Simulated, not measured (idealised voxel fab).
Documented hereafter: the process module known as voxel transistor to metal.
We display cut, a cross-section 270 nm in width whose square cells are each 5 nm.
For the purposes of this document, a cross-section shall be understood as a grid of square cells, specified as bands listed in top-to-bottom order, each band consisting of one or more rows of cells. Top, bottom (nm), then materials left to right with widths (nm); lone material tagged "throughout" fills the whole band edge to edge; "blank" = empty space. Height reference: 0 = level under which incoming wafer is all one material. Lowest band: no bottom, runs on downward, e.g. "from 0 down". Quick explanation for "30..40": the width changes in equal steps down the rows of cells, from the first number in the band's top row to the second number in its bottom row. Basically "nothing changed" means that step didn't change any cell in the cross-section. The list in "Closed void register" covers empty spaces of 8 cells or more that cannot reach the top through any open way, and it gives each as width x height at distance; the distance is from the left edge, and width, height and distance are in nm. Past the settings on a step's line: simulator remark, on that step. On any step carrying a mask, the "overlay nm" setting, if present on the step's line, tells how far right of its planned place the mask lay; negative values point to the left. Read the rest as pairs. Take the cross-section before one process step, then the cross-section after it, which shows only down to the lowest band that changed. Under the pair, find the step between them and its settings. Bear in mind that pairs may come from different runs of this module on the same starting wafer: link a pair to the pair above it only where its entry headed "Preceding state" says to.

## Preceding state
> from 90 to 85 = SiO2 throughout
> from 85 to 80 = SiO2=30, SiCN=25, SiO2=45, SiCN=25, SiO2=20, SiCN=25, SiO2=45, SiCN=25, SiO2=30
> from 80 to 65 = SiO2=30, SiCN=5, Ru=15, SiCN=5, SiO2=45, SiCN=5, Ru=15, SiCN=5, SiO2=20, SiCN=5, Ru=15, SiCN=5, SiO2=45, SiCN=5, Ru=15, SiCN=5, SiO2=30
> from 65 to 60 = SiCN=35, TiN=15, SiCN=55, TiN=15, SiCN=30, TiN=15, SiCN=55, TiN=15, SiCN=35
> from 60 to 50 = TiN throughout
> from 50 to 40 = SiO2=35, TiN=5, W=20, TiN=5, SiO2=25, TiN=5, W=20, TiN=5, SiO2=30, TiN=5, W=20, TiN=5, SiO2=25, TiN=5, W=20, TiN=5, SiO2=35
> from 40 to 35 = SiO2=35, TiN=5, W=10, TiN=15, SiO2=25, TiN=15, W=10, TiN=5, SiO2=30, TiN=5, W=10, TiN=15, SiO2=25, TiN=15, W=10, TiN=5, SiO2=35
> from 35 to 25 = SiO2=35, TiN=5, W=10, TiN=5, SiN=10, SiO2=5, SiCN=15, SiO2=5, SiN=10, TiN=5, W=10, TiN=5, SiO2=30, TiN=5, W=10, TiN=5, SiN=10, SiO2=5, SiCN=15, SiO2=5, SiN=10, TiN=5, W=10, TiN=5, SiO2=35
> from 25 to 10 = SiO2=35, TiN=5, W=10, TiN=5, SiN=10, SiO2=5, polySi=15, SiO2=5, SiN=10, TiN=5, W=10, TiN=5, SiO2=30, TiN=5, W=10, TiN=5, SiN=10, SiO2=5, polySi=15, SiO2=5, SiN=10, TiN=5, W=10, TiN=5, SiO2=35
> from 10 to 5 = SiO2=35, TiN=20, SiN=10, SiO2=5, polySi=15, SiO2=5, SiN=10, TiN=20, SiO2=30, TiN=20, SiN=10, SiO2=5, polySi=15, SiO2=5, SiN=10, TiN=20, SiO2=35
> from 5 to 0 = SiO2=35, nSi=20, SiN=10, SiO2=5, polySi=15, SiO2=5, SiN=10, nSi=20, SiO2=30, nSi=20, SiN=10, SiO2=5, polySi=15, SiO2=5, SiN=10, nSi=20, SiO2=35
> from 0 to -5 = SiO2=30, SiN=10, nSi=15, SiN=10, SiO2=5, polySi=15, SiO2=5, SiN=10, nSi=15, SiN=10, SiO2=20, SiN=10, nSi=15, SiN=10, SiO2=5, polySi=15, SiO2=5, SiN=10, nSi=15, SiN=10, SiO2=30
> from -5 to -10 = SiO2=40, nSi=15, SiO2=45, nSi=15, SiO2=40, nSi=15, SiO2=45, nSi=15, SiO2=40
> from -10 to -25 = SiO2=35, Si=5, nSi=15, Si=45, nSi=15, Si=5, SiO2=30, Si=5, nSi=15, Si=45, nSi=15, Si=5, SiO2=35
> from -25 to -35 = SiO2=35, Si=85, SiO2=30, Si=85, SiO2=35
> from -35 down = Si throughout
> Closed void register: none

## Post-Process View
> from 70 to 65 = SiO2=30, SiCN=5, Ru=15, SiCN=5, SiO2=45, SiCN=5, Ru=15, SiCN=5, SiO2=20, SiCN=5, Ru=15, SiCN=5, SiO2=45, SiCN=5, Ru=15, SiCN=5, SiO2=30
> Below 65 it's all the same as before, nothing changed down there.
> Closed void register: none
Step that separates the before view from the after view above: CMP (height nm 70)

Preceding state: = after-state of the pair above.

## Post-Process View
> from 75 to 70 = SiCN throughout
> Below 70 it's all the same as before, nothing changed down there.
> Closed void register: none
Step that separates the before view from the after view above: CONFORMAL_DEP (material SiCN; thk nm 5)

## Preceding state
> from 35 to 30 = blank=70, SiCN=15, blank=100, SiCN=15, blank=70
> from 30 to 25 = polySi=25, blank=45, SiCN=15, blank=45, polySi=10, blank=45, SiCN=15, blank=45, polySi=25
> from 25 to 0 = polySi throughout
> from 0 to -5 = SiO2=25, polySi=105, SiO2=10, polySi=105, SiO2=25
> from -5 to -10 = SiO2 throughout
> from -10 to -35 = SiO2=35, Si=85, SiO2=30, Si=85, SiO2=35
> from -35 down = Si throughout
> Closed void register: none

## Post-Process View
> from 35 to 25 = blank=70, SiCN=15, blank=100, SiCN=15, blank=70
> from 25 to 0 = blank=65, polySi=25, blank=90, polySi=25, blank=65
> from 0 to -5 = SiO2=25, blank=40, polySi=25, blank=40, SiO2=10, blank=40, polySi=25, blank=40, SiO2=25
> Below -5 it's all the same as before, nothing changed down there.
> Closed void register: none
Step that separates the before view from the after view above: MASKED_ETCH (tone cover; mask id GATE; width nm 25; pitch nm 115; etch materials polySi; depth nm 40; overlay nm 0)

Preceding state: = after-state of the pair above.

## Post-Process View
> from 40 to 35 = blank=65, SiO2=25, blank=90, SiO2=25, blank=65
> from 35 to 25 = blank=65..60, SiO2=5..10, SiCN=15, SiO2=5..10, blank=90..80, SiO2=5..10, SiCN=15, SiO2=5..10, blank=65..60
> from 25 to 5 = blank=60, SiO2=5, polySi=25, SiO2=5, blank=80, SiO2=5, polySi=25, SiO2=5, blank=60
> from 5 to 0 = SiO2=30, blank=30, SiO2=5, polySi=25, SiO2=5, blank=30, SiO2=20, blank=30, SiO2=5, polySi=25, SiO2=5, blank=30, SiO2=30
> from 0 to -5 = SiO2=65, polySi=25, SiO2=90, polySi=25, SiO2=65
> Below -5 it's all the same as before, nothing changed down there.
> Closed void register: none
Step that separates the before view from the after view above: CONFORMAL_DEP (material SiO2; thk nm 5)

Preceding state: = after-state of the pair above.

## Post-Process View
> from 35 to 25 = blank=65, SiO2=5, SiCN=15, SiO2=5, blank=90, SiO2=5, SiCN=15, SiO2=5, blank=65
> from 25 to 0 = blank=60, SiO2=5, polySi=25, SiO2=5, blank=80, SiO2=5, polySi=25, SiO2=5, blank=60
> from 0 to -5 = SiO2=30, blank=30, SiO2=5, polySi=25, SiO2=5, blank=30, SiO2=20, blank=30, SiO2=5, polySi=25, SiO2=5, blank=30, SiO2=30
> Below -5 it's all the same as before, nothing changed down there.
> Closed void register: none
Step that separates the before view from the after view above: DIRECTIONAL_ETCH (etch materials SiO2; depth nm 5)

Preceding state: = after-state of the pair above.

## Post-Process View
> from 45 to 35 = blank=55, SiN=45, blank=70, SiN=45, blank=55
> from 35 to 25 = blank=50, SiN=15, SiO2=5, SiCN=15, SiO2=5, SiN=15, blank=60, SiN=15, SiO2=5, SiCN=15, SiO2=5, SiN=15, blank=50
> from 25 to 10 = blank=50, SiN=10, SiO2=5, polySi=25, SiO2=5, SiN=10, blank=60, SiN=10, SiO2=5, polySi=25, SiO2=5, SiN=10, blank=50
> from 10 to 5 = SiN=40, blank=10, SiN=10, SiO2=5, polySi=25, SiO2=5, SiN=10, blank=10, SiN=40, blank=10, SiN=10, SiO2=5, polySi=25, SiO2=5, SiN=10, blank=10, SiN=40
> from 5 to 0 = SiN=60, SiO2=5, polySi=25, SiO2=5, SiN=80, SiO2=5, polySi=25, SiO2=5, SiN=60
> from 0 to -5 = SiO2=30, SiN=30, SiO2=5, polySi=25, SiO2=5, SiN=30, SiO2=20, SiN=30, SiO2=5, polySi=25, SiO2=5, SiN=30, SiO2=30
> Below -5 it's all the same as before, nothing changed down there.
> Closed void register: none
Step that separates the before view from the after view above: CONFORMAL_DEP (material SiN; thk nm 10)

Preceding state: = after-state of the pair above.

## Post-Process View
> from 35 to 25 = blank=55, SiN=10, SiO2=5, SiCN=15, SiO2=5, SiN=10, blank=70, SiN=10, SiO2=5, SiCN=15, SiO2=5, SiN=10, blank=55
> from 25 to 0 = blank=50, SiN=10, SiO2=5, polySi=25, SiO2=5, SiN=10, blank=60, SiN=10, SiO2=5, polySi=25, SiO2=5, SiN=10, blank=50
> from 0 to -5 = SiO2=30, SiN=10, blank=10, SiN=10, SiO2=5, polySi=25, SiO2=5, SiN=10, blank=10, SiN=10, SiO2=20, SiN=10, blank=10, SiN=10, SiO2=5, polySi=25, SiO2=5, SiN=10, blank=10, SiN=10, SiO2=30
> Below -5 it's all the same as before, nothing changed down there.
> Closed void register: none
Step that separates the before view from the after view above: DIRECTIONAL_ETCH (etch materials SiN; depth nm 10)

Preceding state: = after-state of the pair above.

## Post-Process View
> from 35 to 30 = blank=55, SiN=10, blank=5, SiCN=15, blank=5, SiN=10, blank=70, SiN=10, blank=5, SiCN=15, blank=5, SiN=10, blank=55
> from 30 to 25 = blank=55, SiN=10, SiO2=5, SiCN=15, SiO2=5, SiN=10, blank=70, SiN=10, SiO2=5, SiCN=15, SiO2=5, SiN=10, blank=55
> from 25 to 0 = blank=50, SiN=10, SiO2=5, polySi=25, SiO2=5, SiN=10, blank=60, SiN=10, SiO2=5, polySi=25, SiO2=5, SiN=10, blank=50
> from 0 to -5 = blank=30, SiN=10, blank=10, SiN=10, SiO2=5, polySi=25, SiO2=5, SiN=10, blank=10, SiN=10, blank=20, SiN=10, blank=10, SiN=10, SiO2=5, polySi=25, SiO2=5, SiN=10, blank=10, SiN=10, blank=30
> from -5 to -10 = SiO2=40, blank=10, SiO2=55, blank=10, SiO2=40, blank=10, SiO2=55, blank=10, SiO2=40
> Below -10 it's all the same as before, nothing changed down there.
> Closed void register: none
Step that separates the before view from the after view above: DIRECTIONAL_ETCH (etch materials SiO2; depth nm 5)

Preceding state: = after-state of the pair above.

## Post-Process View
> from 35 to 30 = blank=55, SiN=10, blank=5, SiCN=15, blank=5, SiN=10, blank=70, SiN=10, blank=5, SiCN=15, blank=5, SiN=10, blank=55
> from 30 to 25 = blank=55, SiN=10, SiO2=5, SiCN=15, SiO2=5, SiN=10, blank=70, SiN=10, SiO2=5, SiCN=15, SiO2=5, SiN=10, blank=55
> from 25 to 0 = blank=50, SiN=10, SiO2=5, polySi=25, SiO2=5, SiN=10, blank=60, SiN=10, SiO2=5, polySi=25, SiO2=5, SiN=10, blank=50
> from 0 to -5 = blank=30, SiN=10, blank=10, SiN=10, SiO2=5, polySi=25, SiO2=5, SiN=10, blank=10, SiN=10, blank=20, SiN=10, blank=10, SiN=10, SiO2=5, polySi=25, SiO2=5, SiN=10, blank=10, SiN=10, blank=30
> from -5 to -10 = SiO2=40, blank=10, SiO2=55, blank=10, SiO2=40, blank=10, SiO2=55, blank=10, SiO2=40
> from -10 to -25 = SiO2=35, Si=5, blank=10, Si=55, blank=10, Si=5, SiO2=30, Si=5, blank=10, Si=55, blank=10, Si=5, SiO2=35
> Below -25 it's all the same as before, nothing changed down there.
> Closed void register: none
Step that separates the before view from the after view above: DIRECTIONAL_ETCH (etch materials Si; depth nm 15)

Preceding state: = after-state of the pair above.

## Post-Process View
> from 35 to 30 = blank=55, SiN=10, blank=5, SiCN=15, blank=5, SiN=10, blank=70, SiN=10, blank=5, SiCN=15, blank=5, SiN=10, blank=55
> from 30 to 25 = blank=55, SiN=10, SiO2=5, SiCN=15, SiO2=5, SiN=10, blank=70, SiN=10, SiO2=5, SiCN=15, SiO2=5, SiN=10, blank=55
> from 25 to 5 = blank=50, SiN=10, SiO2=5, polySi=25, SiO2=5, SiN=10, blank=60, SiN=10, SiO2=5, polySi=25, SiO2=5, SiN=10, blank=50
> from 5 to 0 = blank=35, nSi=15, SiN=10, SiO2=5, polySi=25, SiO2=5, SiN=10, nSi=15, blank=30, nSi=15, SiN=10, SiO2=5, polySi=25, SiO2=5, SiN=10, nSi=15, blank=35
> from 0 to -5 = blank=30, SiN=10, nSi=10, SiN=10, SiO2=5, polySi=25, SiO2=5, SiN=10, nSi=10, SiN=10, blank=20, SiN=10, nSi=10, SiN=10, SiO2=5, polySi=25, SiO2=5, SiN=10, nSi=10, SiN=10, blank=30
> from -5 to -10 = SiO2=40, nSi=10, SiO2=55, nSi=10, SiO2=40, nSi=10, SiO2=55, nSi=10, SiO2=40
> from -10 to -25 = SiO2=35, Si=5, nSi=10, Si=55, nSi=10, Si=5, SiO2=30, Si=5, nSi=10, Si=55, nSi=10, Si=5, SiO2=35
> Below -25 it's all the same as before, nothing changed down there.
> Closed void register: none
Step that separates the before view from the after view above: EPI (material nSi; thk nm 15)

Preceding state: = after-state of the pair above.

## Post-Process View
> from 45 to 35 = SiO2 throughout
> from 35 to 25 = SiO2=55, SiN=10, SiO2=5, SiCN=15, SiO2=5, SiN=10, SiO2=70, SiN=10, SiO2=5, SiCN=15, SiO2=5, SiN=10, SiO2=55
> from 25 to 5 = SiO2=50, SiN=10, SiO2=5, polySi=25, SiO2=5, SiN=10, SiO2=60, SiN=10, SiO2=5, polySi=25, SiO2=5, SiN=10, SiO2=50
> from 5 to 0 = SiO2=35, nSi=15, SiN=10, SiO2=5, polySi=25, SiO2=5, SiN=10, nSi=15, SiO2=30, nSi=15, SiN=10, SiO2=5, polySi=25, SiO2=5, SiN=10, nSi=15, SiO2=35
> from 0 to -5 = SiO2=30, SiN=10, nSi=10, SiN=10, SiO2=5, polySi=25, SiO2=5, SiN=10, nSi=10, SiN=10, SiO2=20, SiN=10, nSi=10, SiN=10, SiO2=5, polySi=25, SiO2=5, SiN=10, nSi=10, SiN=10, SiO2=30
> Below -5 it's all the same as before, nothing changed down there.
> Closed void register: none
Step that separates the before view from the after view above: FILL_DEP (material SiO2; thk nm 10)

Preceding state: = after-state of the pair above.

## Post-Process View
> from 35 to 25 = SiO2=55, SiN=10, SiO2=5, SiCN=15, SiO2=5, SiN=10, SiO2=70, SiN=10, SiO2=5, SiCN=15, SiO2=5, SiN=10, SiO2=55
> Below 25 it's all the same as before, nothing changed down there.
> Closed void register: none
Step that separates the before view from the after view above: CMP (height nm 35)

Preceding state: = after-state of the pair above.

## Post-Process View
> from 50 to 35 = SiO2 throughout
> Below 35 it's all the same as before, nothing changed down there.
> Closed void register: none
Step that separates the before view from the after view above: DIRECTIONAL_DEP (material SiO2; thk nm 15)

Preceding state: = after-state of the pair above.

## Post-Process View
> from 65 to 50 = aC throughout
> Below 50 it's all the same as before, nothing changed down there.
> Closed void register: none
Step that separates the before view from the after view above: DIRECTIONAL_DEP (material aC; thk nm 15)

Preceding state: = after-state of the pair above.

## Post-Process View
> from 100 to 65 = resist=35, blank=30, resist=25, blank=30, resist=30, blank=30, resist=25, blank=30, resist=35
> Below 65 it's all the same as before, nothing changed down there.
> Closed void register: none
Step that separates the before view from the after view above: PATTERN (tone open; mask id CONTACT; material resist; width nm 30; thk nm 35; overlay nm 0)

Preceding state: = after-state of the pair above.

## Post-Process View
> from 85 to 65 = resist=35, blank=30, resist=25, blank=30, resist=30, blank=30, resist=25, blank=30, resist=35
> from 65 to 50 = aC=35, blank=30, aC=25, blank=30, aC=30, blank=30, aC=25, blank=30, aC=35
> Below 50 it's all the same as before, nothing changed down there.
> Closed void register: none
Step that separates the before view from the after view above: DIRECTIONAL_ETCH (etch materials aC; depth nm 15)

Preceding state: = after-state of the pair above.

## Post-Process View
> from 65 to 50 = aC=35, blank=30, aC=25, blank=30, aC=30, blank=30, aC=25, blank=30, aC=35
> Below 50 it's all the same as before, nothing changed down there.
> Closed void register: none
Step that separates the before view from the after view above: STRIP (etch materials resist)

Preceding state: = after-state of the pair above.

## Post-Process View
> from 65 to 50 = aC=35, blank=30, aC=25, blank=30, aC=30, blank=30, aC=25, blank=30, aC=35
> from 50 to 35 = SiO2=35, blank=30, SiO2=25, blank=30, SiO2=30, blank=30, SiO2=25, blank=30, SiO2=35
> from 35 to 25 = SiO2=35, blank=20, SiN=10, SiO2=5, SiCN=15, SiO2=5, SiN=10, blank=20, SiO2=30, blank=20, SiN=10, SiO2=5, SiCN=15, SiO2=5, SiN=10, blank=20, SiO2=35
> from 25 to 5 = SiO2=35, blank=15, SiN=10, SiO2=5, polySi=25, SiO2=5, SiN=10, blank=15, SiO2=30, blank=15, SiN=10, SiO2=5, polySi=25, SiO2=5, SiN=10, blank=15, SiO2=35
> Below 5 it's all the same as before, nothing changed down there.
> Closed void register: none
Step that separates the before view from the after view above: DIRECTIONAL_ETCH (etch materials SiO2; depth nm 45)

Preceding state: = after-state of the pair above.

## Post-Process View
> from 50 to 35 = SiO2=35, blank=30, SiO2=25, blank=30, SiO2=30, blank=30, SiO2=25, blank=30, SiO2=35
> Below 35 it's all the same as before, nothing changed down there.
> Closed void register: none
Step that separates the before view from the after view above: STRIP (etch materials aC)

Preceding state: = after-state of the pair above.

## Post-Process View
> from 55 to 50 = TiN=40, blank=20, TiN=35, blank=20, TiN=40, blank=20, TiN=35, blank=20, TiN=40
> from 50 to 40 = SiO2=35, TiN=5, blank=20, TiN=5, SiO2=25, TiN=5, blank=20, TiN=5, SiO2=30, TiN=5, blank=20, TiN=5, SiO2=25, TiN=5, blank=20, TiN=5, SiO2=35
> from 40 to 35 = SiO2=35, TiN=5, blank=10, TiN=15, SiO2=25, TiN=15, blank=10, TiN=5, SiO2=30, TiN=5, blank=10, TiN=15, SiO2=25, TiN=15, blank=10, TiN=5, SiO2=35
> from 35 to 25 = SiO2=35, TiN=5, blank=10..5, TiN=5..10, SiN=10, SiO2=5, SiCN=15, SiO2=5, SiN=10, TiN=5..10, blank=10..5, TiN=5, SiO2=30, TiN=5, blank=10..5, TiN=5..10, SiN=10, SiO2=5, SiCN=15, SiO2=5, SiN=10, TiN=5..10, blank=10..5, TiN=5, SiO2=35
> from 25 to 10 = SiO2=35, TiN=5, blank=5, TiN=5, SiN=10, SiO2=5, polySi=25, SiO2=5, SiN=10, TiN=5, blank=5, TiN=5, SiO2=30, TiN=5, blank=5, TiN=5, SiN=10, SiO2=5, polySi=25, SiO2=5, SiN=10, TiN=5, blank=5, TiN=5, SiO2=35
> from 10 to 5 = SiO2=35, TiN=15, SiN=10, SiO2=5, polySi=25, SiO2=5, SiN=10, TiN=15, SiO2=30, TiN=15, SiN=10, SiO2=5, polySi=25, SiO2=5, SiN=10, TiN=15, SiO2=35
> Below 5 it's all the same as before, nothing changed down there.
> Closed void register: none
Step that separates the before view from the after view above: CONFORMAL_DEP (material TiN; thk nm 5)

Preceding state: = after-state of the pair above.

## Post-Process View
> from 65 to 55 = W throughout
> from 55 to 50 = TiN=40, W=20, TiN=35, W=20, TiN=40, W=20, TiN=35, W=20, TiN=40
> from 50 to 40 = SiO2=35, TiN=5, W=20, TiN=5, SiO2=25, TiN=5, W=20, TiN=5, SiO2=30, TiN=5, W=20, TiN=5, SiO2=25, TiN=5, W=20, TiN=5, SiO2=35
> from 40 to 35 = SiO2=35, TiN=5, W=10, TiN=15, SiO2=25, TiN=15, W=10, TiN=5, SiO2=30, TiN=5, W=10, TiN=15, SiO2=25, TiN=15, W=10, TiN=5, SiO2=35
> from 35 to 25 = SiO2=35, TiN=5, W=10..5, TiN=5..10, SiN=10, SiO2=5, SiCN=15, SiO2=5, SiN=10, TiN=5..10, W=10..5, TiN=5, SiO2=30, TiN=5, W=10..5, TiN=5..10, SiN=10, SiO2=5, SiCN=15, SiO2=5, SiN=10, TiN=5..10, W=10..5, TiN=5, SiO2=35
> from 25 to 10 = SiO2=35, TiN=5, W=5, TiN=5, SiN=10, SiO2=5, polySi=25, SiO2=5, SiN=10, TiN=5, W=5, TiN=5, SiO2=30, TiN=5, W=5, TiN=5, SiN=10, SiO2=5, polySi=25, SiO2=5, SiN=10, TiN=5, W=5, TiN=5, SiO2=35
> Below 10 it's all the same as before, nothing changed down there.
> Closed void register: none
Step that separates the before view from the after view above: FILL_DEP (material W; thk nm 10)

Preceding state: = after-state of the pair above.

## Post-Process View
> from 50 to 40 = SiO2=35, TiN=5, W=20, TiN=5, SiO2=25, TiN=5, W=20, TiN=5, SiO2=30, TiN=5, W=20, TiN=5, SiO2=25, TiN=5, W=20, TiN=5, SiO2=35
> Below 40 it's all the same as before, nothing changed down there.
> Closed void register: none
Step that separates the before view from the after view above: CMP (height nm 50)

Preceding state: = after-state of the pair above.

## Post-Process View
> from 55 to 50 = TiN throughout
> Below 50 it's all the same as before, nothing changed down there.
> Closed void register: none
Step that separates the before view from the after view above: DIRECTIONAL_DEP (material TiN; thk nm 5)

Preceding state: = after-state of the pair above.

## Post-Process View
> from 70 to 55 = Ru throughout
> Below 55 it's all the same as before, nothing changed down there.
> Closed void register: none
Step that separates the before view from the after view above: DIRECTIONAL_DEP (material Ru; thk nm 15)

Preceding state: = after-state of the pair above.

## Post-Process View
> from 70 to 55 = blank=35, Ru=15, blank=55, Ru=15, blank=30, Ru=15, blank=55, Ru=15, blank=35
> Below 55 it's all the same as before, nothing changed down there.
> Closed void register: none
Step that separates the before view from the after view above: MASKED_ETCH (tone cover; mask id METAL_1; width nm 15; etch materials Ru; depth nm 15; overlay nm 0)

Preceding state: = after-state of the pair above.

## Post-Process View
> from 70 to 55 = blank=35, Ru=15, blank=55, Ru=15, blank=30, Ru=15, blank=55, Ru=15, blank=35
> from 55 to 50 = blank=35, TiN=15, blank=55, TiN=15, blank=30, TiN=15, blank=55, TiN=15, blank=35
> Below 50 it's all the same as before, nothing changed down there.
> Closed void register: none
Step that separates the before view from the after view above: MASKED_ETCH (tone cover; mask id METAL_1; width nm 15; etch materials TiN; depth nm 5; overlay nm 0)

Preceding state: = after-state of the pair above.

## Post-Process View
> from 75 to 70 = blank=30, SiCN=25, blank=45, SiCN=25, blank=20, SiCN=25, blank=45, SiCN=25, blank=30
> from 70 to 55 = blank=30, SiCN=5, Ru=15, SiCN=5, blank=45, SiCN=5, Ru=15, SiCN=5, blank=20, SiCN=5, Ru=15, SiCN=5, blank=45, SiCN=5, Ru=15, SiCN=5, blank=30
> from 55 to 50 = SiCN=35, TiN=15, SiCN=55, TiN=15, SiCN=30, TiN=15, SiCN=55, TiN=15, SiCN=35
> Below 50 it's all the same as before, nothing changed down there.
> Closed void register: none
Step that separates the before view from the after view above: CONFORMAL_DEP (material SiCN; thk nm 5)

Preceding state: = after-state of the pair above.

## Post-Process View
> from 80 to 75 = SiO2 throughout
> from 75 to 70 = SiO2=30, SiCN=25, SiO2=45, SiCN=25, SiO2=20, SiCN=25, SiO2=45, SiCN=25, SiO2=30
> from 70 to 55 = SiO2=30, SiCN=5, Ru=15, SiCN=5, SiO2=45, SiCN=5, Ru=15, SiCN=5, SiO2=20, SiCN=5, Ru=15, SiCN=5, SiO2=45, SiCN=5, Ru=15, SiCN=5, SiO2=30
> Below 55 it's all the same as before, nothing changed down there.
> Closed void register: none
Step that separates the before view from the after view above: FILL_DEP (material SiO2; thk nm 5)

Preceding state: = after-state of the pair above.

## Post-Process View
> from 70 to 55 = SiO2=30, SiCN=5, Ru=15, SiCN=5, SiO2=45, SiCN=5, Ru=15, SiCN=5, SiO2=20, SiCN=5, Ru=15, SiCN=5, SiO2=45, SiCN=5, Ru=15, SiCN=5, SiO2=30
> Below 55 it's all the same as before, nothing changed down there.
> Closed void register: none
Step that separates the before view from the after view above: CMP (height nm 70)

Preceding state: = after-state of the pair above.

## Post-Process View
> from 75 to 70 = SiCN throughout
> Below 70 it's all the same as before, nothing changed down there.
> Closed void register: none
Step that separates the before view from the after view above: CONFORMAL_DEP (material SiCN; thk nm 5)

## Preceding state
> from 10 to 0 = SiN throughout
> from 0 to -5 = SiO2 throughout
> from -5 down = Si throughout
> Closed void register: none

## Post-Process View
> from 10 to 0 = blank=25, SiN=95, blank=20, SiN=95, blank=35
> Below 0 it's all the same as before, nothing changed down there.
> Closed void register: none
Step that separates the before view from the after view above: MASKED_ETCH (tone cover; mask id ACTIVE; width nm 95; pitch nm 115; etch materials SiN; depth nm 10; overlay nm -5)

Preceding state: = after-state of the pair above.

## Post-Process View
> from 10 to 0 = blank=25, SiN=95, blank=20, SiN=95, blank=35
> from 0 to -5 = blank=25, SiO2=100, blank=15, SiO2=100, blank=30
> Below -5 it's all the same as before, nothing changed down there.
> Closed void register: none
Step that separates the before view from the after view above: MASKED_ETCH (tone cover; mask id ACTIVE; width nm 95; pitch nm 115; etch materials SiO2; depth nm 5; overlay nm 0)

Preceding state: = after-state of the pair above.

## Post-Process View
> from 10 to 0 = blank=25, SiN=95, blank=20, SiN=95, blank=35
> from 0 to -5 = blank=25, SiO2=100, blank=15, SiO2=100, blank=30
> from -5 to -30 = blank=25, Si=100, blank=15, Si=100, blank=30
> Below -30 it's all the same as before, nothing changed down there.
> Closed void register: none
Step that separates the before view from the after view above: MASKED_ETCH (tone cover; mask id ACTIVE; width nm 95; pitch nm 115; etch materials Si; depth nm 25; overlay nm 0)

Preceding state: = after-state of the pair above.

## Post-Process View
> from 10 to 0 = blank=25, SiN=95, blank=20, SiN=95, blank=35
> from 0 to -5 = blank=25, SiO2=100, blank=15, SiO2=100, blank=30
> from -5 to -30 = blank=25, SiO2=5, Si=90, SiO2=5, blank=15, SiO2=5, Si=90, SiO2=5, blank=30
> from -30 to -35 = SiO2=30, Si=90, SiO2=25, Si=90, SiO2=35
> Below -35 it's all the same as before, nothing changed down there.
> Closed void register: none
Step that separates the before view from the after view above: OXIDIZE (depth nm 5)

Preceding state: = after-state of the pair above.

## Post-Process View
> from 20 to 10 = SiO2 throughout
> from 10 to 0 = SiO2=25, SiN=95, SiO2=20, SiN=95, SiO2=35
> from 0 to -5 = SiO2 throughout
> from -5 to -35 = SiO2=30, Si=90, SiO2=25, Si=90, SiO2=35
> Below -35 it's all the same as before, nothing changed down there.
> Closed void register: none
Step that separates the before view from the after view above: FILL_DEP (material SiO2; thk nm 10)

Preceding state: = after-state of the pair above.

## Post-Process View
> from 10 to 0 = SiO2=25, SiN=95, SiO2=20, SiN=95, SiO2=35
> Below 0 it's all the same as before, nothing changed down there.
> Closed void register: none
Step that separates the before view from the after view above: CMP (height nm 10)

Preceding state: = after-state of the pair above.

## Post-Process View
> from 10 to 5 = blank=25, SiN=95, blank=20, SiN=95, blank=35
> Below 5 it's all the same as before, nothing changed down there.
> Closed void register: none
Step that separates the before view from the after view above: SELECTIVE_ETCH (etch materials SiO2; depth nm 5)

Preceding state: = after-state of the pair above.

## Post-Process View
> from 5 to 0 = SiO2=25, blank=95, SiO2=20, blank=95, SiO2=35
> Below 0 it's all the same as before, nothing changed down there.
> Closed void register: none
Step that separates the before view from the after view above: STRIP (etch materials SiN)

Preceding state: = after-state of the pair above.

## Post-Process View
> from 0 to -5 = SiO2=20, blank=105, SiO2=10, blank=105, SiO2=30
> Below -5 it's all the same as before, nothing changed down there.
> Closed void register: none
Step that separates the before view from the after view above: SELECTIVE_ETCH (etch materials SiO2; depth nm 5)

Preceding state: = after-state of the pair above.

## Post-Process View
> from 0 to -5 = SiO2=20, blank=105, SiO2=10, blank=105, SiO2=30
> from -5 to -10 = SiO2 throughout
> Below -10 it's all the same as before, nothing changed down there.
> Closed void register: none
Step that separates the before view from the after view above: OXIDIZE (depth nm 5)

Preceding state: = after-state of the pair above.

## Post-Process View
> from 30 to 25 = polySi=20, blank=105, polySi=10, blank=105, polySi=30
> from 25 to 0 = polySi throughout
> from 0 to -5 = SiO2=20, polySi=105, SiO2=10, polySi=105, SiO2=30
> Below -5 it's all the same as before, nothing changed down there.
> Closed void register: none
Step that separates the before view from the after view above: DIRECTIONAL_DEP (material polySi; thk nm 30)

Preceding state: = after-state of the pair above.

## Post-Process View
> from 40 to 35 = SiCN=20, blank=105, SiCN=10, blank=105, SiCN=30
> from 35 to 30 = SiCN throughout
> from 30 to 25 = polySi=20, SiCN=105, polySi=10, SiCN=105, polySi=30
> Below 25 it's all the same as before, nothing changed down there.
> Closed void register: none
Step that separates the before view from the after view above: DIRECTIONAL_DEP (material SiCN; thk nm 10)

Preceding state: = after-state of the pair above.

## Post-Process View
> from 35 to 30 = blank=70, SiCN=15, blank=100, SiCN=15, blank=70
> from 30 to 25 = polySi=20, blank=50, SiCN=15, blank=40, polySi=10, blank=50, SiCN=15, blank=40, polySi=30
> Below 25 it's all the same as before, nothing changed down there.
> Closed void register: none
Step that separates the before view from the after view above: MASKED_ETCH (tone cover; mask id GATE; width nm 15; pitch nm 115; etch materials SiCN; depth nm 20; overlay nm 0)

Preceding state: = after-state of the pair above.

## Post-Process View
> from 35 to 25 = blank=70, SiCN=15, blank=100, SiCN=15, blank=70
> from 25 to 0 = blank=70, polySi=15, blank=100, polySi=15, blank=70
> from 0 to -5 = SiO2=20, blank=50, polySi=15, blank=40, SiO2=10, blank=50, polySi=15, blank=40, SiO2=30
> Below -5 it's all the same as before, nothing changed down there.
> Closed void register: none
Step that separates the before view from the after view above: MASKED_ETCH (tone cover; mask id GATE; width nm 15; pitch nm 115; etch materials polySi; depth nm 40; overlay nm 0)
